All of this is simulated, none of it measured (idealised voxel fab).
You're looking at the process module voxel trench capacitor.
cross-section cut | 285 nm wide | cells 5 nm
Cross-section format: a grid of square cells, given as bands from top to bottom; each band is one or more rows of cells. Each band's line starts with the height of the band's top and of its bottom, in nm. Then come its materials from left to right, each with its width in nm. One material with "edge to edge" fills the band from edge to edge. "empty" is empty space. Heads up on the height convention: 0 is the point under which the incoming wafer is all one material, and the lowest band has no bottom, it just keeps going down, like "from 0 down". Top row gets the first number, bottom row gets the second, and each row in between changes by the same step: that is how a band width like "30 to 40" works. "identical to before" after a step means that no cell of the cross-section changed. Entry "Enclosed internal cavities". Content: empty spaces with no open connection to the top, size 8 cells or greater. Each: width x height at distance. Distance: from left edge. Unit: nm. On each step's line, the part that comes after the settings is the simulator's own comment on the step. overlay nm: on a step with a mask, how far right of its planned place the mask lay; negative means left.
## Listed below are the process steps as planned
1. RECEIVE [material Si]
2. CONFORMAL_DEP [material SiN] [thk nm 10]
3. MASKED_ETCH [tone open] [mask id TRENCH] [width nm 15] [pitch nm 35] [etch materials SiN] [depth nm 10] [overlay nm 0]
4. MASKED_ETCH [tone open] [mask id TRENCH] [width nm 15] [pitch nm 35] [etch materials Si] [depth nm 25] [overlay nm 0]
5. CONFORMAL_DEP [material Al2O3] [thk nm 5]
6. FILL_DEP [material polySi] [thk nm 10]
7. CMP [height nm 0]
Wafers differ in height nm at step 7; plan lists the first wafer's value; identical starting state.
## Sectional view: first of several wafers, as received, after step 1
- from 0 down | Si edge to edge
- Enclosed internal cavities: none
## The figure below presents a cross-section of the first of several wafers at the conclusion of the module, following its last step, step 7
- from 0 to -20 | 115 of Si / 5 of Al2O3 / 5 of polySi / 5 of Al2O3 / 20 of Si / 5 of Al2O3 / 5 of polySi / 5 of Al2O3 / 120 of Si
- from -20 to -25 | 115 of Si / 15 of Al2O3 / 20 of Si / 15 of Al2O3 / 120 of Si
- from -25 down | Si edge to edge
- Enclosed internal cavities: none
## The module's end: a cross-section of the last wafer
- from 25 to 15 | polySi edge to edge
- from 15 to 10 | 120 of Al2O3 / 5 of polySi / 30 of Al2O3 / 5 of polySi / 125 of Al2O3
- from 10 to 0 | 115 of SiN / 5 of Al2O3 / 5 of polySi / 5 of Al2O3 / 20 of SiN / 5 of Al2O3 / 5 of polySi / 5 of Al2O3 / 120 of SiN
- from 0 to -20 | 115 of Si / 5 of Al2O3 / 5 of polySi / 5 of Al2O3 / 20 of Si / 5 of Al2O3 / 5 of polySi / 5 of Al2O3 / 120 of Si
- from -20 to -25 | 115 of Si / 15 of Al2O3 / 20 of Si / 15 of Al2O3 / 120 of Si
- from -25 down | Si edge to edge
- Enclosed internal cavities: none
## Per wafer, end of module: cells gained (+) or lost (-) per material since receipt, then closed voids
height nm 0, +22 Al2O3, -30 Si, +8 polySi, Enclosed internal cavities: none
height nm 5, +26 Al2O3, -30 Si, +51 SiN, +10 polySi, Enclosed internal cavities: none
height nm 10, +30 Al2O3, -30 Si, +102 SiN, +12 polySi, Enclosed internal cavities: none
height nm 15, +85 Al2O3, -30 Si, +102 SiN, +14 polySi, Enclosed internal cavities: none
height nm 20, +85 Al2O3, -30 Si, +102 SiN, +71 polySi, Enclosed internal cavities: none
height nm 25, +85 Al2O3, -30 Si, +102 SiN, +128 polySi, Enclosed internal cavities: none
